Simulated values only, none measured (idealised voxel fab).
process module | voxel capacitor over wiring
cross-section cut | 220 nm wide | cells 5 nm
A cross-section is a grid of square cells, given in bands from the top down. A band is one or more rows of cells.
Each band's line starts with the height of the band's top and of its bottom, in nm. Then come its materials from left to right, each with its width in nm. One material with "throughout" fills the band from edge to edge. "air" is empty space.
Height 0 is the level under which the wafer as received is all one material. The lowest band goes on downwards, as in "0 down".
A width such as "30 to 40" changes by the same amount from each row of cells to the next, from the band's top row to its bottom row.
"no change" after a step means that no cell of the cross-section changed.
closed voids: empty space of 8 cells or more with no open way to the top, each as width x height at its distance from the left edge, in nm
after a step's settings: what the simulator itself notes on the step
overlay nm, on a step with a mask: how far to the right of its planned place the mask lay; to the left if negative
plan
1 op RECEIVE | material Si
2 op CONFORMAL_DEP | material SiO2 | thk nm 15
3 op CONFORMAL_DEP | material SiN | thk nm 5
4 op DIRECTIONAL_DEP | material SiO2 | thk nm 15
5 op DIRECTIONAL_DEP | material aC | thk nm 10
6 op PATTERN | tone open | mask id METAL_1 | material resist | width nm 25 | pitch nm 95 | thk nm 30 | overlay nm 0
7 op DIRECTIONAL_ETCH | etch materials aC | depth nm 10
8 op STRIP | etch materials resist
9 op DIRECTIONAL_ETCH | etch materials SiO2 | depth nm 15
10 op DIRECTIONAL_ETCH | etch materials SiN | depth nm 5
11 op STRIP | etch materials aC
12 op CONFORMAL_DEP | material TiN | thk nm 5
13 op FILL_DEP | material W | thk nm 10
14 op CMP | height nm 35
15 op CONFORMAL_DEP | material SiCN | thk nm 5
16 op DIRECTIONAL_DEP | material lowk | thk nm 15
17 op MASKED_ETCH | tone open | mask id PLUG_1 | width nm 15 | etch materials lowk | depth nm 15 | overlay nm 0
18 op MASKED_ETCH | tone open | mask id PLUG_1 | width nm 15 | etch materials SiCN | depth nm 5 | overlay nm 0
19 op EPI | material Ru | thk nm 10
20 op EPI | material Ru | thk nm 10
21 op DIRECTIONAL_DEP | material TiN | thk nm 5
22 op DIRECTIONAL_DEP | material HfO2 | thk nm 5
23 op DIRECTIONAL_DEP | material TiN | thk nm 5
24 op DIRECTIONAL_DEP | material aC | thk nm 10
25 op PATTERN | tone cover | mask id UPPER_PLATE | material resist | width nm 75 | thk nm 30 | overlay nm 0
26 op DIRECTIONAL_ETCH | etch materials aC | depth nm 10
27 op STRIP | etch materials resist
28 op DIRECTIONAL_ETCH | etch materials TiN | depth nm 5
29 op DIRECTIONAL_ETCH | etch materials HfO2 | depth nm 5
30 op STRIP | etch materials aC
31 op PATTERN | tone cover | mask id LOWER_PLATE | material resist | width nm 85 | thk nm 15 | overlay nm 0
32 op DIRECTIONAL_ETCH | etch materials TiN | depth nm 5
33 op STRIP | etch materials resist
34 op FILL_DEP | material SiO2 | thk nm 20
35 op CMP | height nm 85
36 op DIRECTIONAL_DEP | material aC | thk nm 10
37 op PATTERN | tone open | mask id PLUG_2 | material resist | width nm 15 | thk nm 30 | overlay nm 0
38 op DIRECTIONAL_ETCH | etch materials aC | depth nm 10
39 op STRIP | etch materials resist
40 op DIRECTIONAL_ETCH | etch materials SiO2 | depth nm 15
41 op STRIP | etch materials aC
42 op CONFORMAL_DEP | material TiN | thk nm 5
43 op FILL_DEP | material Cu | thk nm 10
44 op CMP | height nm 85
45 op CONFORMAL_DEP | material SiCN | thk nm 5
as received, after step 1
  0 down: Si throughout
  closed voids: none
a wafer at the end: this start, this plan, one mistake
  90 to 85: SiCN throughout
  85 to 75: SiO2 70 to 60 | TiN 15 to 25 | SiO2 135
  75 to 70: SiO2 60 | HfO2 25 | SiO2 135
  70 to 65: SiO2 55 | TiN 80 | SiO2 85
  65 to 60: SiO2 50 | Ru 35 | HfO2 50 | SiO2 85
  60 to 55: SiO2 50 | Ru 35 | TiN 55 | SiO2 80
  55 to 40: lowk 60 | Ru 15 | lowk 145
  40 to 35: SiCN 60 | Ru 15 | SiCN 145
  35 to 20: SiO2 50 | TiN 5 | W 15 | TiN 5 | SiO2 70 | TiN 5 | W 15 | TiN 5 | SiO2 50
  20 to 15: SiN 50 | TiN 25 | SiN 70 | TiN 25 | SiN 50
  15 to 0: SiO2 throughout
  0 down: Si throughout
  closed voids: none
what went wrong: one of the steps 19 and 20, which are alike, was run twice
